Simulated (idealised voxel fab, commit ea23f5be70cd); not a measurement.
process module | voxel air gaps
cross-section cut | 180 nm wide | cells 5 nm
A cross-section is a grid of square cells, given in bands from the top down. A band is one or more rows of cells.
Each band's line starts with the height of the band's top and of its bottom, in nm. Then come its materials from left to right, each with its width in nm. One material with "throughout" fills the band from edge to edge. "air" is empty space.
Height 0 is the level under which the wafer as received is all one material. The lowest band goes on downwards, as in "0 down".
A width such as "30 to 40" changes by the same amount from each row of cells to the next, from the band's top row to its bottom row.
"no change" after a step means that no cell of the cross-section changed.
closed voids: empty space of 8 cells or more with no open way to the top, each as width x height at its distance from the left edge, in nm
after a step's settings: what the simulator itself notes on the step
overlay nm, on a step with a mask: how far to the right of its planned place the mask lay; to the left if negative
plan
1 op RECEIVE | material Si
2 op CONFORMAL_DEP | material SiO2 | thk nm 15
3 op CONFORMAL_DEP | material SiN | thk nm 5
4 op DIRECTIONAL_DEP | material SiO2 | thk nm 40
5 op PATTERN | tone open | mask id LINES | material resist | width nm 15 | pitch nm 45 | thk nm 20 | overlay nm 0
6 op DIRECTIONAL_ETCH | etch materials SiO2 | depth nm 40
7 op STRIP | etch materials resist
8 op CONFORMAL_DEP | material TiN | thk nm 5
9 op FILL_DEP | material W | thk nm 5
10 op CMP | height nm 60
11 op EPI | material Ru | thk nm 10
12 op SELECTIVE_ETCH | etch materials SiO2 | depth nm 50
13 op CONFORMAL_DEP | material SiCN | thk nm 5
as received, after step 1
  0 down: Si throughout
  closed voids: none
first wafer at the end, as planned
  75 to 70: air 20 | SiCN 135 | air 25
  70 to 60: air 20 | SiCN 5 | Ru 35 | SiCN 10 | Ru 35 | SiCN 10 | Ru 35 | SiCN 5 | air 25
  60 to 55: air 20 | SiCN 15 | TiN 5 | W 5 | TiN 5 | SiCN 30 | TiN 5 | W 5 | TiN 5 | SiCN 30 | TiN 5 | W 5 | TiN 5 | SiCN 15 | air 25
  55 to 25: air 30 | SiCN 5 | TiN 5 | W 5 | TiN 5 | SiCN 5 | air 20 | SiCN 5 | TiN 5 | W 5 | TiN 5 | SiCN 5 | air 20 | SiCN 5 | TiN 5 | W 5 | TiN 5 | SiCN 5 | air 35
  25 to 20: SiCN 35 | TiN 15 | SiCN 30 | TiN 15 | SiCN 30 | TiN 15 | SiCN 40
  20 to 15: SiN throughout
  15 to 0: SiO2 throughout
  0 down: Si throughout
  closed voids: 20 x 30 at 55; 20 x 30 at 100
second wafer at the end: like start, like plan, one mistake
  75 to 70: air 20 | SiCN 135 | air 25
  70 to 60: air 20 | SiCN 5 | Ru 35 | SiCN 10 | Ru 35 | SiCN 10 | Ru 35 | SiCN 5 | air 25
  60 to 55: air 20 | SiCN 15 | TiN 5 | W 5 | TiN 5 | SiCN 30 | TiN 5 | W 5 | TiN 5 | SiCN 30 | TiN 5 | W 5 | TiN 5 | SiCN 15 | air 25
  55 to 40: air 30 | SiCN 5 | TiN 5 | W 5 | TiN 5 | SiCN 5 | air 20 | SiCN 5 | TiN 5 | W 5 | TiN 5 | SiCN 5 | air 20 | SiCN 5 | TiN 5 | W 5 | TiN 5 | SiCN 5 | air 35
  40 to 35: SiCN 35 | TiN 15 | SiCN 30 | TiN 15 | SiCN 30 | TiN 15 | SiCN 40
  35 to 30: SiN throughout
  30 to 0: SiO2 throughout
  0 down: Si throughout
  closed voids: 20 x 15 at 55; 20 x 15 at 100
what went wrong: step 2 was run twice
at the end the second wafer has, in cells: 18 fewer of SiCN | 108 more of SiO2 | 18 fewer of TiN | 9 fewer of W
